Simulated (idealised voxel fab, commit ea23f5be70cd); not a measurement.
The document below concerns the process module designated voxel trench capacitor.
Cross-section cut spans 255 nm and uses square cells 5 nm in size.
For the purposes of this document, a cross-section shall be understood as a grid of square cells, specified as bands listed in top-to-bottom order, each band consisting of one or more rows of cells.
Quick guide to a band line: top height, bottom height (nm) up front; then every material left to right with its width in nm. Only one material and it's marked "everywhere"? Then it fills the band edge to edge. And "empty" just means empty space.
For the purposes of this specification, 0 denotes the height below which the wafer in its as-received condition is composed wholly of one material, and the lowermost band, lacking a lower limit, extends downward without end, as expressed in "z 0 and below".
It should be noted that a width expressed as "30 to 40" varies in equal increments from row to row of cells within the band, taking the value of the first number at the top row and that of the second number at the bottom row.
"same as before" (step): cross-section cells unchanged, all of them.
Heads up: "Trapped void list" only lists the empty pockets with no open path to the top that are 8 cells or more, and it writes them as width x height at distance, distance from the left edge, in nm.
On each step's line, the part that comes after the settings is the simulator's own comment on the step.
overlay nm: on a step with a mask, how far right of its planned place the mask lay; negative means left.

Listed below are the process steps as planned:
1,RECEIVE | material Si
2,CONFORMAL_DEP | material SiN | thk nm 10
3,PATTERN | tone open | mask id TRENCH | material resist | width nm 25 | pitch nm 50 | thk nm 20 | overlay nm 0
4,DIRECTIONAL_ETCH | etch materials SiN | depth nm 5
5,DIRECTIONAL_ETCH | etch materials Si | depth nm 30
6,STRIP | etch materials resist
7,CONFORMAL_DEP | material Al2O3 | thk nm 5
8,CONFORMAL_DEP | material TiN | thk nm 5
9,FILL_DEP | material W | thk nm 10
10,CMP | height nm 10
The value of depth nm given for step 4 in the plan refers to the first wafer; the wafers vary in this setting and are alike at the start.

Received wafers, first of several: cross-section after step 1:
    z 0 and below: Si everywhere
    Trapped void list: none

After the module's final step, step 10: the first of several wafers in cross-section:
    z 10 to 5: SiN (40); Al2O3 (25); SiN (25); Al2O3 (25); SiN (25); Al2O3 (25); SiN (25); Al2O3 (25); SiN (40)
    z 5 to 0: SiN everywhere
    z 0 and below: Si everywhere
    Trapped void list: none

Cross-section of the final wafer among several, taken at the end of the module:
    z 10 to 0: SiN (40); Al2O3 (5); TiN (5); W (5); TiN (5); Al2O3 (5); SiN (25); Al2O3 (5); TiN (5); W (5); TiN (5); Al2O3 (5); SiN (25); Al2O3 (5); TiN (5); W (5); TiN (5); Al2O3 (5); SiN (25); Al2O3 (5); TiN (5); W (5); TiN (5); Al2O3 (5); SiN (40)
    z 0 to -20: Si (40); Al2O3 (5); TiN (5); W (5); TiN (5); Al2O3 (5); Si (25); Al2O3 (5); TiN (5); W (5); TiN (5); Al2O3 (5); Si (25); Al2O3 (5); TiN (5); W (5); TiN (5); Al2O3 (5); Si (25); Al2O3 (5); TiN (5); W (5); TiN (5); Al2O3 (5); Si (40)
    z -20 to -25: Si (40); Al2O3 (5); TiN (15); Al2O3 (5); Si (25); Al2O3 (5); TiN (15); Al2O3 (5); Si (25); Al2O3 (5); TiN (15); Al2O3 (5); Si (25); Al2O3 (5); TiN (15); Al2O3 (5); Si (40)
    z -25 to -30: Si (40); Al2O3 (25); Si (25); Al2O3 (25); Si (25); Al2O3 (25); Si (25); Al2O3 (25); Si (40)
    z -30 and below: Si everywhere
    Trapped void list: none

Below: a row per wafer. Contents at end of module: for every material, cells gained since receipt (+) or lost since receipt (-); then closed voids:
depth nm 5; +20 Al2O3; +82 SiN; Trapped void list: none
depth nm 10; +76 Al2O3; -120 Si; +62 SiN; +60 TiN; +24 W; Trapped void list: none
depth nm 15; +76 Al2O3; -120 Si; +62 SiN; +60 TiN; +24 W; Trapped void list: none
depth nm 20; +76 Al2O3; -120 Si; +62 SiN; +60 TiN; +24 W; Trapped void list: none
depth nm 25; +76 Al2O3; -120 Si; +62 SiN; +60 TiN; +24 W; Trapped void list: none
